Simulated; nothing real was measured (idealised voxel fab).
Process module name: voxel spacer lines
The width of the displayed cross-section, cut, is 215 nm; its cells are square, with a size of 5 nm.
Notation: cross-section as square-cell grid; stated in bands, top first, going down; one or more cell rows per band. This entry defines a band. It first specifies the height of the band's top and the height of its bottom in nm, and then specifies the band's materials from left to right, stating each material with its width in nm. The word "full width" identifies a single material that fills the band from edge to edge, while the word "blank" identifies empty space. Convention: height 0 is the level below which the wafer, as received, is all one material. The lowest band does not terminate at the bottom but continues downward, represented as "z 0 and below". Graded width ("30->40"): value in top row of band = first number; value in bottom row = second number; row-to-row change constant. "nothing was modified", as given for a step, is the statement that not any cell of the cross-section underwent a change during that step. Voids not open to the top, 8 cells minimum: see "Encapsulated voids". Written width x height at distance; distance is from the left edge; nm. Past the settings on a step's line: simulator remark, on that step. overlay nm: for a step with a mask, the amount by which the mask lay right of where it was planned; a negative amount means left of it.

[Steps in the process plan]
1) RECEIVE | material Si
2) CONFORMAL_DEP | material Al2O3 | thk nm 10
3) DIRECTIONAL_DEP | material SiN | thk nm 15
4) DIRECTIONAL_DEP | material aC | thk nm 30
5) PATTERN | tone cover | mask id MANDREL | material resist | width nm 15 | pitch nm 60 | thk nm 40 | overlay nm 0
6) DIRECTIONAL_ETCH | etch materials aC | depth nm 30
7) STRIP | etch materials resist
8) CONFORMAL_DEP | material SiO2 | thk nm 15
9) DIRECTIONAL_ETCH | etch materials SiO2 | depth nm 15
10) STRIP | etch materials aC
11) DIRECTIONAL_ETCH | etch materials SiN | depth nm 15
12) STRIP | etch materials SiO2

[Cross-section: wafer on arrival = after step 1]
    z 0 and below: Si full width
    Encapsulated voids: none

[End state of the module in cross-section, given the above starting point and plan and one mistake in execution]
    z 25 to 10: 55 blank, then 15 SiN, then 20 blank, then 15 SiN, then 10 blank, then 15 SiN, then 20 blank, then 15 SiN, then 50 blank
    z 10 to 0: Al2O3 full width
    z 0 and below: Si full width
    Encapsulated voids: none
Misprocessing identified: in deviation from the planned setting, step 5 was conducted as PATTERN | tone cover | mask id MANDREL | material resist | width nm 20 | pitch nm 60 | thk nm 40 | overlay nm 0
